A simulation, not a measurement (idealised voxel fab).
Process module name: voxel self aligned vias
We display cut, a cross-section 265 nm in width whose square cells are each 5 nm.
We lay out every cross-section as a grid of square cells and spell it out in bands from the top down, where one band means one or more rows of cells.
Top height, bottom height, nm. Materials left to right, width each, nm. Single material + "full width" = fills band edge to edge. "empty" = empty.
Heights are reckoned from 0. Under this level, the received wafer is all of one material. The bottommost band is open-ended downward, for example "0 down".
The notation "30..40" denotes a width that varies across the rows of cells in the band, beginning at the first number in the top row, finishing at the second number in the bottom row, and changing by an identical amount from each row to the next.
Where a step carries "nothing altered", the cross-section came out of it unchanged, cell for cell.
Closed empty spaces (no open way to the top) of 8 cells or more are what "Sealed voids" lists, each as width x height at distance from the left edge, nm for all three.
Heads up: the bit after the settings on a step's line is the simulator's remark on that step.
"overlay nm" on a masked step: distance the mask lay right of its planned place, negative for left.

-- This section lists the process steps that were planned
1 RECEIVE with material Si
2 CONFORMAL_DEP with material SiO2, thk nm 10
3 CONFORMAL_DEP with material SiCN, thk nm 5
4 DIRECTIONAL_DEP with material lowk, thk nm 25
5 MASKED_ETCH with tone open, mask id LINES, width nm 25, pitch nm 65, etch materials lowk, depth nm 25, overlay nm 0
6 CONFORMAL_DEP with material TiN, thk nm 5
7 FILL_DEP with material W, thk nm 5
8 CMP with height nm 40
9 SELECTIVE_ETCH with etch materials W Ru TiN, depth nm 10
10 FILL_DEP with material SiN, thk nm 10
11 CMP with height nm 40
12 DIRECTIONAL_DEP with material lowk, thk nm 15
13 DIRECTIONAL_DEP with material aC, thk nm 15
14 PATTERN with tone open, mask id VIAS, material resist, width nm 35, pitch nm 130, thk nm 30, overlay nm 0
15 DIRECTIONAL_ETCH with etch materials aC, depth nm 15
16 STRIP with etch materials resist
17 DIRECTIONAL_ETCH with etch materials lowk, depth nm 15
18 DIRECTIONAL_ETCH with etch materials SiN, depth nm 10
19 STRIP with etch materials aC
20 CONFORMAL_DEP with material TiN, thk nm 5
21 FILL_DEP with material Cu, thk nm 5
22 CMP with height nm 55
23 CONFORMAL_DEP with material SiCN, thk nm 5

-- Received-state cross-section, reflecting completion of step 1
    0 down: Si full width
    Sealed voids: none

-- Looking at the first of two wafers in cross-section at end of module - ran to plan
    60 to 55: SiCN full width
    55 to 45: 50 nm lowk | 5 nm TiN | 25 nm Cu | 5 nm TiN | 95 nm lowk | 5 nm TiN | 25 nm Cu | 5 nm TiN | 50 nm lowk
    45 to 40: 50 nm lowk | 10 nm TiN | 15 nm Cu | 10 nm TiN | 95 nm lowk | 10 nm TiN | 15 nm Cu | 10 nm TiN | 50 nm lowk
    40 to 35: 55 nm lowk | 5 nm TiN | 15 nm Cu | 5 nm TiN | 40 nm lowk | 25 nm SiN | 40 nm lowk | 5 nm TiN | 15 nm Cu | 5 nm TiN | 55 nm lowk
    35 to 30: 55 nm lowk | 25 nm TiN | 40 nm lowk | 25 nm SiN | 40 nm lowk | 25 nm TiN | 55 nm lowk
    30 to 20: 55 nm lowk | 5 nm TiN | 15 nm W | 5 nm TiN | 40 nm lowk | 5 nm TiN | 15 nm W | 5 nm TiN | 40 nm lowk | 5 nm TiN | 15 nm W | 5 nm TiN | 55 nm lowk
    20 to 15: 55 nm lowk | 25 nm TiN | 40 nm lowk | 25 nm TiN | 40 nm lowk | 25 nm TiN | 55 nm lowk
    15 to 10: SiCN full width
    10 to 0: SiO2 full width
    0 down: Si full width
    Sealed voids: none

-- End of module, second wafer, cross-section. Started like the first, planned like the first, run with one mistake
    60 to 55: SiCN full width
    55 to 40: 50 nm lowk | 5 nm TiN | 25 nm Cu | 5 nm TiN | 95 nm lowk | 5 nm TiN | 25 nm Cu | 5 nm TiN | 50 nm lowk
    40 to 35: 50 nm SiN | 5 nm TiN | 25 nm Cu | 5 nm TiN | 95 nm SiN | 5 nm TiN | 25 nm Cu | 5 nm TiN | 50 nm SiN
    35 to 30: 50 nm SiN | 35 nm TiN | 95 nm SiN | 35 nm TiN | 50 nm SiN
    30 to 10: 55 nm lowk | 5 nm TiN | 15 nm W | 5 nm TiN | 40 nm lowk | 5 nm TiN | 15 nm W | 5 nm TiN | 40 nm lowk | 5 nm TiN | 15 nm W | 5 nm TiN | 55 nm lowk
    10 to 5: 55 nm lowk | 25 nm TiN | 40 nm lowk | 25 nm TiN | 40 nm lowk | 25 nm TiN | 55 nm lowk
    5 to 0: SiCN full width
    0 down: Si full width
    Sealed voids: none
What was the processing mistake? skipped: plan step 2 (never run)
The final cell counts differ between the wafers, with the second having more or fewer of some materials than the first: Cu +8 | SiN +68 | SiO2 -106 | TiN +12 | W +18
